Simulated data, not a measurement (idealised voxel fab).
process module | voxel trench capacitor
The figure presents cross-section cut, which has a width of 245 nm and is divided into square cells with an edge length of 5 nm.
Cross-section format: a grid of square cells, given as bands from top to bottom; each band is one or more rows of cells. First you get the band's top height and its bottom height, in nm, and then the materials it's made of, left to right, with each width in nm. If you see a single material with "everywhere", that one covers the band edge to edge. "empty" is empty space. Measure heights from 0. That's the level where, below it, the as-received wafer is all one material. The lowest band is bottomless and extends downward; write it as in "from 0 down". A width given as "30 to 40" starts at the first number in the band's top row and ends at the second number in its bottom row, shifting by an equal amount at every step from row to row. The designation "remained unchanged", where it is given for a processing step, indicates that no cell of the cross-section was altered in the course of that step. "Sealed-off cavities": empty spaces of 8 cells or more with no open way to the top, each given as width x height at distance, distance from the left edge, all in nm. Step line, after settings: the simulator's comment on this step. Each step line may optionally specify "overlay nm", which for a step with a mask gives the rightward distance between the mask's planned place and where it lay, a negative value indicating the leftward direction.
### Planned step list for the process
1,RECEIVE (material Si)
2,CONFORMAL_DEP (material SiN; thk nm 10)
3,DIRECTIONAL_DEP (material aC; thk nm 10)
4,PATTERN (tone open; mask id TRENCH; material resist; width nm 15; pitch nm 40; thk nm 30; overlay nm -15)
5,DIRECTIONAL_ETCH (etch materials aC; depth nm 10)
6,STRIP (etch materials resist)
7,DIRECTIONAL_ETCH (etch materials SiN; depth nm 10)
8,DIRECTIONAL_ETCH (etch materials Si; depth nm 35)
9,STRIP (etch materials aC)
10,CONFORMAL_DEP (material Al2O3; thk nm 5)
11,FILL_DEP (material polySi; thk nm 10)
12,CMP (height nm 10)
Among the wafers covered here, the point of difference is the overlay nm at step 4; their starting state is shared, and the plan presents the value of the first wafer.
### Cross-section of the first incoming wafer of several, state after step 1
    from 0 down = Si everywhere
    Sealed-off cavities: none
### At the end of the module, after its last step, step 12, the first of several wafers appears in cross-section as follows
    from 10 to 0 = 60 nm SiN | 5 nm Al2O3 | 5 nm polySi | 5 nm Al2O3 | 25 nm SiN | 5 nm Al2O3 | 5 nm polySi | 5 nm Al2O3 | 25 nm SiN | 5 nm Al2O3 | 5 nm polySi | 5 nm Al2O3 | 90 nm SiN
    from 0 to -30 = 60 nm Si | 5 nm Al2O3 | 5 nm polySi | 5 nm Al2O3 | 25 nm Si | 5 nm Al2O3 | 5 nm polySi | 5 nm Al2O3 | 25 nm Si | 5 nm Al2O3 | 5 nm polySi | 5 nm Al2O3 | 90 nm Si
    from -30 to -35 = 60 nm Si | 15 nm Al2O3 | 25 nm Si | 15 nm Al2O3 | 25 nm Si | 15 nm Al2O3 | 90 nm Si
    from -35 down = Si everywhere
    Sealed-off cavities: none
### Showing the last wafer in cross-section at the end of the module
    from 10 to 0 = 90 nm SiN | 5 nm Al2O3 | 5 nm polySi | 5 nm Al2O3 | 25 nm SiN | 5 nm Al2O3 | 5 nm polySi | 5 nm Al2O3 | 25 nm SiN | 5 nm Al2O3 | 5 nm polySi | 5 nm Al2O3 | 60 nm SiN
    from 0 to -30 = 90 nm Si | 5 nm Al2O3 | 5 nm polySi | 5 nm Al2O3 | 25 nm Si | 5 nm Al2O3 | 5 nm polySi | 5 nm Al2O3 | 25 nm Si | 5 nm Al2O3 | 5 nm polySi | 5 nm Al2O3 | 60 nm Si
    from -30 to -35 = 90 nm Si | 15 nm Al2O3 | 25 nm Si | 15 nm Al2O3 | 25 nm Si | 15 nm Al2O3 | 60 nm Si
    from -35 down = Si everywhere
    Sealed-off cavities: none
### Per-wafer rows below. For each material: cells gained (+) or lost (-) since the wafer was received, as of end of module. Then: closed voids
overlay nm -15, +57 Al2O3, -63 Si, +80 SiN, +24 polySi, Sealed-off cavities: none
overlay nm -10, +57 Al2O3, -63 Si, +80 SiN, +24 polySi, Sealed-off cavities: none
overlay nm -5, +57 Al2O3, -63 Si, +80 SiN, +24 polySi, Sealed-off cavities: none
overlay nm 0, +57 Al2O3, -63 Si, +80 SiN, +24 polySi, Sealed-off cavities: none
overlay nm 5, +57 Al2O3, -63 Si, +80 SiN, +24 polySi, Sealed-off cavities: none
overlay nm 10, +57 Al2O3, -63 Si, +80 SiN, +24 polySi, Sealed-off cavities: none
overlay nm 15, +57 Al2O3, -63 Si, +80 SiN, +24 polySi, Sealed-off cavities: none
